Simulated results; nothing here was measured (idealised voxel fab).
Process module under the name voxel transistor to metal
We display cut, a cross-section 195 nm in width whose square cells are each 5 nm.
In what follows, cross-sections appear as grids of square cells, described through bands that run from the top down, where every band is one or more rows of cells.
The band entry comprises the height of the band's top followed by the height of its bottom, expressed in nm, and subsequently the band's materials from left to right, each stated together with its width in nm. Where a single material is marked with the word "all across", that material fills the band from edge to edge. The word "blank" represents empty space.
Height is counted from the level 0, under which the received wafer is composed throughout of one material. The lowest of the bands is not closed at the bottom but continues downward, in the notation "from 0 down".
Width spec "30 to 40" -> top row of cells at first value, bottom row at second value, equal per-row change in between.
Given "identical to before" for a step, no cell of the cross-section differs between before and after that step.
Any empty space of 8 cells or more lacking an open way to the top shows up in "Voids, fully enclosed" as width x height at distance, distance from the left edge, in nm.
Text after the settings on a step's line: the simulator's own remark on that step.
overlay nm: right-of-plan distance of the mask on a masked step; negative values mean left-of-plan.

-- Set out below are the planned steps of the process
1,RECEIVE with material Si
2,OXIDIZE with depth nm 5
3,CONFORMAL_DEP with material SiN, thk nm 15
4,MASKED_ETCH with tone cover, mask id ACTIVE, width nm 100, etch materials SiN, depth nm 15, overlay nm 0
5,MASKED_ETCH with tone cover, mask id ACTIVE, width nm 100, etch materials SiO2, depth nm 5, overlay nm 0
6,MASKED_ETCH with tone cover, mask id ACTIVE, width nm 100, etch materials Si, depth nm 35, overlay nm 0
7,OXIDIZE with depth nm 5
8,FILL_DEP with material SiO2, thk nm 10
9,CMP with height nm 15
10,SELECTIVE_ETCH with etch materials SiO2, depth nm 5
11,STRIP with etch materials SiN
12,SELECTIVE_ETCH with etch materials SiO2, depth nm 5
13,OXIDIZE with depth nm 5
14,DIRECTIONAL_DEP with material polySi, thk nm 20
15,DIRECTIONAL_DEP with material SiCN, thk nm 15
16,PATTERN with tone cover, mask id GATE, material resist, width nm 20, thk nm 20, overlay nm 0
17,DIRECTIONAL_ETCH with etch materials SiCN, depth nm 25
18,DIRECTIONAL_ETCH with etch materials polySi, depth nm 30
19,STRIP with etch materials resist
20,CONFORMAL_DEP with material SiO2, thk nm 5
21,DIRECTIONAL_ETCH with etch materials SiO2, depth nm 5
22,CONFORMAL_DEP with material SiN, thk nm 10
23,DIRECTIONAL_ETCH with etch materials SiN, depth nm 10
24,DIRECTIONAL_ETCH with etch materials SiO2, depth nm 5
25,EPI with material nSi, thk nm 5
26,FILL_DEP with material SiO2, thk nm 5
27,CMP with height nm 30
28,DIRECTIONAL_DEP with material SiO2, thk nm 15
29,MASKED_ETCH with tone open, mask id CONTACT, width nm 25, pitch nm 55, etch materials SiO2, depth nm 50, overlay nm 0
30,CONFORMAL_DEP with material TiN, thk nm 5
31,FILL_DEP with material W, thk nm 5
32,CMP with height nm 45
33,DIRECTIONAL_DEP with material TiN, thk nm 5
34,DIRECTIONAL_DEP with material Ru, thk nm 15
35,DIRECTIONAL_DEP with material aC, thk nm 10
36,PATTERN with tone cover, mask id METAL_1, material resist, width nm 15, pitch nm 65, thk nm 30, overlay nm 0
37,DIRECTIONAL_ETCH with etch materials aC, depth nm 10
38,STRIP with etch materials resist
39,DIRECTIONAL_ETCH with etch materials Ru, depth nm 15
40,DIRECTIONAL_ETCH with etch materials TiN, depth nm 5
41,STRIP with etch materials aC
42,CONFORMAL_DEP with material SiCN, thk nm 5
43,FILL_DEP with material lowk, thk nm 5
44,CMP with height nm 65
45,CONFORMAL_DEP with material SiN, thk nm 5

-- Wafer at receipt (post step 1), cross-section
    from 0 down = Si all across
    Voids, fully enclosed: none

-- Here's the wafer cut in cross-section after the module, started and planned just like above, except one thing was done wrong in the run
    from 70 to 65 = SiN all across
    from 65 to 50 = 55 lowk, 5 SiCN, 15 Ru, 5 SiCN, 40 lowk, 5 SiCN, 15 Ru, 5 SiCN, 50 lowk
    from 50 to 45 = 60 SiCN, 15 TiN, 50 SiCN, 15 TiN, 55 SiCN
    from 45 to 35 = 55 SiO2, 5 TiN, 15 W, 5 TiN, 30 SiO2, 5 TiN, 15 W, 5 TiN, 60 SiO2
    from 35 to 30 = 55 SiO2, 5 TiN, 5 W, 15 TiN, 30 SiO2, 15 TiN, 5 W, 5 TiN, 60 SiO2
    from 30 to 15 = 55 SiO2, 5 TiN, 5 W, 5 TiN, 10 SiN, 5 SiO2, 20 SiCN, 5 SiO2, 10 SiN, 5 TiN, 5 W, 5 TiN, 60 SiO2
    from 15 to 5 = 55 SiO2, 5 TiN, 5 W, 5 TiN, 10 SiN, 5 SiO2, 20 polySi, 5 SiO2, 10 SiN, 5 TiN, 5 W, 5 TiN, 60 SiO2
    from 5 to 0 = 45 SiO2, 10 SiN, 5 TiN, 5 W, 5 TiN, 10 SiN, 5 SiO2, 20 polySi, 5 SiO2, 10 SiN, 5 TiN, 5 W, 5 TiN, 10 SiN, 50 SiO2
    from 0 to -5 = 45 SiO2, 10 SiN, 15 TiN, 10 SiN, 5 SiO2, 20 polySi, 5 SiO2, 10 SiN, 15 TiN, 10 SiN, 50 SiO2
    from -5 to -10 = 55 SiO2, 15 nSi, 50 SiO2, 15 nSi, 60 SiO2
    from -10 to -45 = 50 SiO2, 90 Si, 55 SiO2
    from -45 down = Si all across
    Voids, fully enclosed: none
So what did we get wrong on this run? step 36: run off-plan, actual operation and settings PATTERN with tone cover, mask id METAL_1, material resist, width nm 15, pitch nm 65, thk nm 30, overlay nm 5
